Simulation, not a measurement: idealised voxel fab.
This section sets out a process module, namely voxel released beams.
Section shown: cut. Width: 155 nm. Cell size: 5 nm, square.
Cross-section, as written here: a square-cell grid given band by band from the top down, where a band holds one or more rows of cells. Top height, bottom height, nm. Materials left to right, width each, nm. Single material + "throughout" = fills band edge to edge. "blank" = empty. Note: height 0 marks the level under which the wafer is uniformly one material as received. Lowest band unbounded below, written "0..down". The two numbers in a width such as "30 to 40" mark its ends across the band: the first belongs to the top row of cells, the second to the bottom row, and from each row to the next the width moves by the same amount. "no alterations made" for a step: no cell of the cross-section changed in that step. Closed empty spaces (no open way to the top) of 8 cells or more are what "Enclosed void catalog" lists, each as width x height at distance from the left edge, nm for all three. after a step's settings: what the simulator itself notes on the step. The "overlay nm" setting may appear on a step's line; for a step that uses a mask, it gives how far to the right of its planned position the mask lay, and a negative value indicates the left.
Intended process steps
| 1 | RECEIVE,material Si |
| 2 | CONFORMAL_DEP,material SiN,thk nm 10 |
| 3 | DIRECTIONAL_DEP,material SiO2,thk nm 20 |
| 4 | MASKED_ETCH,tone open,mask id ANCHOR,width nm 45,etch materials SiO2,depth nm 20,overlay nm 0 |
| 5 | CONFORMAL_DEP,material polySi,thk nm 15 |
| 6 | PATTERN,tone cover,mask id BEAM,material resist,width nm 90,thk nm 15,overlay nm 0 |
| 7 | DIRECTIONAL_ETCH,etch materials polySi,depth nm 15 |
| 8 | STRIP,etch materials resist |
| 9 | STRIP,etch materials SiO2 |
Across this set of wafers, the varied parameter is the width nm of step 6. Starting conditions are identical for every wafer, and the plan reports the value assigned to the first wafer.
As-received state after step 1, first of several wafers, cross-section
    0..down  Si throughout
    Enclosed void catalog: none
The cross-section of the first of several wafers is given below for the end of the module, after its final step, step 9
    45..30  30 blank / 15 polySi / 15 blank / 60 polySi / 35 blank
    30..25  30 blank / 15 polySi / 15 blank / 15 polySi / 80 blank
    25..10  30 blank / 45 polySi / 80 blank
    10..0  SiN throughout
    0..down  Si throughout
    Enclosed void catalog: none
So this is the cross-section on the last wafer at the end of the module
    45..30  20 blank / 25 polySi / 15 blank / 75 polySi / 20 blank
    30..25  30 blank / 15 polySi / 15 blank / 15 polySi / 80 blank
    25..10  30 blank / 45 polySi / 80 blank
    10..0  SiN throughout
    0..down  Si throughout
    Enclosed void catalog: none
Each wafer at the end: cells of each material gained (+) or lost (-) since it was received, then its closed voids
width nm 90 | +62 SiN | +78 polySi | Enclosed void catalog: none
width nm 95 | +62 SiN | +81 polySi | Enclosed void catalog: none
width nm 100 | +62 SiN | +84 polySi | Enclosed void catalog: none
width nm 105 | +62 SiN | +87 polySi | Enclosed void catalog: none
width nm 110 | +62 SiN | +90 polySi | Enclosed void catalog: none
width nm 115 | +62 SiN | +93 polySi | Enclosed void catalog: none
